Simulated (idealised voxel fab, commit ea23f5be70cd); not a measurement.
The name of this process module is voxel wiring stack.
Cross-sectional view cut (width: 265 nm; square cell size: 5 nm).
Cross-sections here: square-cell grids, written as top-down lists of bands, a band being one or more rows of cells.
Band: top height; bottom height; in nm. Then, left to right: material with width in nm, for each material. "edge to edge": a single material spanning edge to edge. "blank": empty space.
Counting heights begins at 0, where everything beneath is, in the wafer as received, one material. The lowest band has no bottom; it goes on downwards, as "0 and below" shows.
A width such as "30 to 40" changes by the same amount from each row of cells to the next, from the band's top row to its bottom row.
No cell of the cross-section changed in a step that is given as "nothing was modified".
For the entry "Voids, enclosed", the listed items are empty spaces with no open way to the top whose size is 8 cells or more; each item follows the pattern width x height at distance, where distance is from the left edge and all three are in nm.
Anything after a step's settings on that line? It's the simulator's own note about the step.
The "overlay nm" setting may appear on a step's line; for a step that uses a mask, it gives how far to the right of its planned position the mask lay, and a negative value indicates the left.

## plan
| 1 | RECEIVE [material Si] |
| 2 | CONFORMAL_DEP [material SiO2] [thk nm 10] |
| 3 | CONFORMAL_DEP [material SiN] [thk nm 5] |
| 4 | DIRECTIONAL_DEP [material SiO2] [thk nm 15] |
| 5 | DIRECTIONAL_DEP [material aC] [thk nm 10] |
| 6 | PATTERN [tone open] [mask id METAL_1] [material resist] [width nm 20] [pitch nm 45] [thk nm 25] [overlay nm 0] |
| 7 | DIRECTIONAL_ETCH [etch materials aC] [depth nm 10] |
| 8 | STRIP [etch materials resist] |
| 9 | DIRECTIONAL_ETCH [etch materials SiO2] [depth nm 15] |
| 10 | DIRECTIONAL_ETCH [etch materials SiN] [depth nm 5] |
| 11 | STRIP [etch materials aC] |
| 12 | CONFORMAL_DEP [material TiN] [thk nm 5] |
| 13 | FILL_DEP [material W] [thk nm 10] |
| 14 | CMP [height nm 30] |
| 15 | CONFORMAL_DEP [material SiCN] [thk nm 5] |
| 16 | DIRECTIONAL_DEP [material SiO2] [thk nm 35] |
| 17 | DIRECTIONAL_DEP [material aC] [thk nm 10] |
| 18 | PATTERN [tone open] [mask id METAL_2_HOLES] [material resist] [width nm 15] [pitch nm 90] [thk nm 30] [overlay nm 0] |
| 19 | DIRECTIONAL_ETCH [etch materials aC] [depth nm 10] |
| 20 | STRIP [etch materials resist] |
| 21 | DIRECTIONAL_ETCH [etch materials SiO2] [depth nm 35] |
| 22 | STRIP [etch materials aC] |
| 23 | MASKED_ETCH [tone open] [mask id METAL_2] [width nm 20] [pitch nm 45] [etch materials SiO2] [depth nm 20] [overlay nm 0] |
| 24 | MASKED_ETCH [tone open] [mask id METAL_2] [width nm 20] [pitch nm 45] [etch materials SiCN] [depth nm 5] [overlay nm 0] |
| 25 | CONFORMAL_DEP [material TiN] [thk nm 5] |
| 26 | FILL_DEP [material Cu] [thk nm 10] |
| 27 | CMP [height nm 70] |
| 28 | CONFORMAL_DEP [material SiCN] [thk nm 5] |
| 29 | DIRECTIONAL_DEP [material lowk] [thk nm 25] |
| 30 | PATTERN [tone open] [mask id METAL_3] [material resist] [width nm 20] [pitch nm 45] [thk nm 20] [overlay nm 0] |
| 31 | DIRECTIONAL_ETCH [etch materials lowk] [depth nm 15] |
| 32 | STRIP [etch materials resist] |
| 33 | MASKED_ETCH [tone open] [mask id METAL_3_HOLES] [width nm 15] [pitch nm 45] [etch materials lowk] [depth nm 10] [overlay nm 0] |
| 34 | MASKED_ETCH [tone open] [mask id METAL_3_HOLES] [width nm 15] [pitch nm 45] [etch materials SiCN] [depth nm 5] [overlay nm 0] |
| 35 | CONFORMAL_DEP [material TiN] [thk nm 5] |
| 36 | FILL_DEP [material Cu] [thk nm 10] |
| 37 | CMP [height nm 100] |
| 38 | CONFORMAL_DEP [material SiCN] [thk nm 5] |
| 39 | DIRECTIONAL_DEP [material lowk] [thk nm 25] |
| 40 | MASKED_ETCH [tone open] [mask id METAL_4_HOLES] [width nm 15] [pitch nm 45] [etch materials lowk] [depth nm 25] [overlay nm 0] |
| 41 | MASKED_ETCH [tone open] [mask id METAL_4] [width nm 20] [pitch nm 45] [etch materials lowk] [depth nm 15] [overlay nm 0] |
| 42 | MASKED_ETCH [tone open] [mask id METAL_4] [width nm 20] [pitch nm 45] [etch materials SiCN] [depth nm 5] [overlay nm 0] |
| 43 | CONFORMAL_DEP [material TiN] [thk nm 5] |
| 44 | FILL_DEP [material Ru] [thk nm 10] |
| 45 | CMP [height nm 130] |
| 46 | CONFORMAL_DEP [material SiCN] [thk nm 5] |

## Cross-section of the wafer at receipt, which is the condition after step 1
    0 and below | Si edge to edge
    Voids, enclosed: none

## End-of-module cross-section of the first of two wafers, processed as planned
    135 down to 130 | SiCN edge to edge
    130 down to 120 | 55 of lowk / 5 of TiN / 10 of Ru / 5 of TiN / 25 of lowk / 5 of TiN / 10 of Ru / 5 of TiN / 25 of lowk / 5 of TiN / 10 of Ru / 5 of TiN / 25 of lowk / 5 of TiN / 10 of Ru / 5 of TiN / 55 of lowk
    120 down to 115 | 55 of lowk / 5 of TiN / 5 of Ru / 10 of TiN / 25 of lowk / 5 of TiN / 5 of Ru / 10 of TiN / 25 of lowk / 5 of TiN / 5 of Ru / 10 of TiN / 25 of lowk / 5 of TiN / 5 of Ru / 10 of TiN / 55 of lowk
    115 down to 105 | 55 of lowk / 5 of TiN / 5 of Ru / 5 of TiN / 30 of lowk / 5 of TiN / 5 of Ru / 5 of TiN / 30 of lowk / 5 of TiN / 5 of Ru / 5 of TiN / 30 of lowk / 5 of TiN / 5 of Ru / 5 of TiN / 60 of lowk
    105 down to 100 | 55 of SiCN / 15 of TiN / 30 of SiCN / 15 of TiN / 30 of SiCN / 15 of TiN / 30 of SiCN / 15 of TiN / 60 of SiCN
    100 down to 90 | 55 of lowk / 5 of TiN / 10 of Cu / 5 of TiN / 25 of lowk / 5 of TiN / 10 of Cu / 5 of TiN / 25 of lowk / 5 of TiN / 10 of Cu / 5 of TiN / 25 of lowk / 5 of TiN / 10 of Cu / 5 of TiN / 55 of lowk
    90 down to 85 | 55 of lowk / 5 of TiN / 5 of Cu / 10 of TiN / 25 of lowk / 5 of TiN / 5 of Cu / 10 of TiN / 25 of lowk / 5 of TiN / 5 of Cu / 10 of TiN / 25 of lowk / 5 of TiN / 5 of Cu / 10 of TiN / 55 of lowk
    85 down to 75 | 55 of lowk / 5 of TiN / 5 of Cu / 5 of TiN / 30 of lowk / 5 of TiN / 5 of Cu / 5 of TiN / 30 of lowk / 5 of TiN / 5 of Cu / 5 of TiN / 30 of lowk / 5 of TiN / 5 of Cu / 5 of TiN / 60 of lowk
    75 down to 70 | 55 of SiCN / 15 of TiN / 30 of SiCN / 15 of TiN / 30 of SiCN / 15 of TiN / 30 of SiCN / 15 of TiN / 60 of SiCN
    70 down to 55 | 55 of SiO2 / 5 of TiN / 10 of Cu / 5 of TiN / 25 of SiO2 / 5 of TiN / 10 of Cu / 5 of TiN / 25 of SiO2 / 5 of TiN / 10 of Cu / 5 of TiN / 25 of SiO2 / 5 of TiN / 10 of Cu / 5 of TiN / 55 of SiO2
    55 down to 50 | 55 of SiO2 / 5 of TiN / 5 of Cu / 10 of TiN / 25 of SiO2 / 20 of TiN / 25 of SiO2 / 5 of TiN / 5 of Cu / 10 of TiN / 25 of SiO2 / 20 of TiN / 55 of SiO2
    50 down to 35 | 55 of SiO2 / 5 of TiN / 5 of Cu / 5 of TiN / 75 of SiO2 / 5 of TiN / 5 of Cu / 5 of TiN / 105 of SiO2
    35 down to 30 | 55 of SiCN / 15 of TiN / 75 of SiCN / 15 of TiN / 105 of SiCN
    30 down to 15 | 55 of SiO2 / 5 of TiN / 10 of W / 5 of TiN / 25 of SiO2 / 5 of TiN / 10 of W / 5 of TiN / 25 of SiO2 / 5 of TiN / 10 of W / 5 of TiN / 25 of SiO2 / 5 of TiN / 10 of W / 5 of TiN / 55 of SiO2
    15 down to 10 | 55 of SiN / 20 of TiN / 25 of SiN / 20 of TiN / 25 of SiN / 20 of TiN / 25 of SiN / 20 of TiN / 55 of SiN
    10 down to 0 | SiO2 edge to edge
    0 and below | Si edge to edge
    Voids, enclosed: none

## Cross-sectional view: second of two wafers, end of module; start and plan identical to the first, one mistake in running
    135 down to 130 | SiCN edge to edge
    130 down to 120 | 55 of lowk / 5 of TiN / 10 of Ru / 5 of TiN / 25 of lowk / 5 of TiN / 10 of Ru / 5 of TiN / 25 of lowk / 5 of TiN / 10 of Ru / 5 of TiN / 25 of lowk / 5 of TiN / 10 of Ru / 5 of TiN / 55 of lowk
    120 down to 115 | 55 of lowk / 5 of TiN / 5 of Ru / 10 of TiN / 25 of lowk / 5 of TiN / 5 of Ru / 10 of TiN / 25 of lowk / 5 of TiN / 5 of Ru / 10 of TiN / 25 of lowk / 5 of TiN / 5 of Ru / 10 of TiN / 55 of lowk
    115 down to 105 | 55 of lowk / 5 of TiN / 5 of Ru / 5 of TiN / 30 of lowk / 5 of TiN / 5 of Ru / 5 of TiN / 30 of lowk / 5 of TiN / 5 of Ru / 5 of TiN / 30 of lowk / 5 of TiN / 5 of Ru / 5 of TiN / 60 of lowk
    105 down to 100 | 55 of SiCN / 15 of TiN / 30 of SiCN / 15 of TiN / 30 of SiCN / 15 of TiN / 30 of SiCN / 15 of TiN / 60 of SiCN
    100 down to 75 | lowk edge to edge
    75 down to 70 | SiCN edge to edge
    70 down to 55 | 55 of SiO2 / 5 of TiN / 10 of Cu / 5 of TiN / 25 of SiO2 / 5 of TiN / 10 of Cu / 5 of TiN / 25 of SiO2 / 5 of TiN / 10 of Cu / 5 of TiN / 25 of SiO2 / 5 of TiN / 10 of Cu / 5 of TiN / 55 of SiO2
    55 down to 50 | 55 of SiO2 / 5 of TiN / 5 of Cu / 10 of TiN / 25 of SiO2 / 20 of TiN / 25 of SiO2 / 5 of TiN / 5 of Cu / 10 of TiN / 25 of SiO2 / 20 of TiN / 55 of SiO2
    50 down to 35 | 55 of SiO2 / 5 of TiN / 5 of Cu / 5 of TiN / 75 of SiO2 / 5 of TiN / 5 of Cu / 5 of TiN / 105 of SiO2
    35 down to 30 | 55 of SiCN / 15 of TiN / 75 of SiCN / 15 of TiN / 105 of SiCN
    30 down to 15 | 55 of SiO2 / 5 of TiN / 10 of W / 5 of TiN / 25 of SiO2 / 5 of TiN / 10 of W / 5 of TiN / 25 of SiO2 / 5 of TiN / 10 of W / 5 of TiN / 25 of SiO2 / 5 of TiN / 10 of W / 5 of TiN / 55 of SiO2
    15 down to 10 | 55 of SiN / 20 of TiN / 25 of SiN / 20 of TiN / 25 of SiN / 20 of TiN / 25 of SiN / 20 of TiN / 55 of SiN
    10 down to 0 | SiO2 edge to edge
    0 and below | Si edge to edge
    Voids, enclosed: none
What was done differently from what was planned? regarding the plan, step 29 was run twice
Final tally in cells, some materials are higher or lower on the second wafer than on the first: Cu: 28 fewer | SiCN: 12 more | TiN: 56 fewer | lowk: 72 more
